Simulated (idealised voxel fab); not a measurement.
Presented below is a process module, voxel tone inversion.
210 nm wide, 5 nm square cells: that's cross-section cut.
Cross-section spec: square-cell grid; bands listed top down; each band is one or more rows. In this notation a band is specified by the heights of its top and bottom, in that order and in nm, after which its materials appear from left to right, each paired with its width in nm. The word "everywhere" attached to a single material means that material fills the band from edge to edge; the word "empty" stands for empty space. Ref level 0: as-received wafer is one material below here. Bottom band extends down with no lower bound ("from 0 down"). Width "30->40": first value at the band's top row of cells, second value at its bottom row, equal change from row to row. "no modification" for a step: no cell of the cross-section changed in that step. You'll see "Listed closed voids" listing empty spaces that have no way open to the top, as long as they're 8 cells or more; the notation is width x height at distance, where the distance is from the left edge, and all of it is in nm. On each step's line, the part that comes after the settings is the simulator's own comment on the step. When a step includes a mask, the "overlay nm" setting on its line states how far to the right of its planned place that mask lay, and negative values state how far to the left.

### Process steps - plan
1) RECEIVE: material Si
2) CONFORMAL_DEP: material SiCN, thk nm 5
3) DIRECTIONAL_DEP: material aC, thk nm 25
4) PATTERN: tone cover, mask id POSTS, material resist, width nm 15, pitch nm 40, thk nm 30, overlay nm 0
5) DIRECTIONAL_ETCH: etch materials aC, depth nm 25
6) STRIP: etch materials resist
7) FILL_DEP: material lowk, thk nm 5
8) CMP: height nm 30
9) STRIP: etch materials aC
10) CONFORMAL_DEP: material TiN, thk nm 5
11) FILL_DEP: material Ru, thk nm 10
12) CMP: height nm 30
13) CONFORMAL_DEP: material SiCN, thk nm 5

### Cross-section of the wafer upon arrival, representing the state reached after step 1
from 0 down = Si everywhere
Listed closed voids: none

### Cross-section taken at module completion on the first of two wafers; processed per the plan
from 35 to 30 = SiCN everywhere
from 30 to 10 = lowk 75 nm  TiN 5 nm  Ru 5 nm  TiN 5 nm  lowk 25 nm  TiN 5 nm  Ru 5 nm  TiN 5 nm  lowk 80 nm
from 10 to 5 = lowk 75 nm  TiN 15 nm  lowk 25 nm  TiN 15 nm  lowk 80 nm
from 5 to 0 = SiCN everywhere
from 0 down = Si everywhere
Listed closed voids: none

### Second wafer cross-section at end of module - shared start and plan with the first, one mistake in the run
from 35 to 30 = SiCN everywhere
from 30 to 10 = lowk 65 nm  TiN 5 nm  Ru 5 nm  TiN 5 nm  lowk 25 nm  TiN 5 nm  Ru 5 nm  TiN 5 nm  lowk 90 nm
from 10 to 5 = lowk 65 nm  TiN 15 nm  lowk 25 nm  TiN 15 nm  lowk 90 nm
from 5 to 0 = SiCN everywhere
from 0 down = Si everywhere
Listed closed voids: none
Which mistake was made when the wafer was run? step 4 went in with a setting other than planned; the actual run was PATTERN: tone cover, mask id POSTS, material resist, width nm 15, pitch nm 40, thk nm 30, overlay nm -10
By the end, you'd get the same cell count for each material on either wafer, but the second wafer puts them somewhere else.
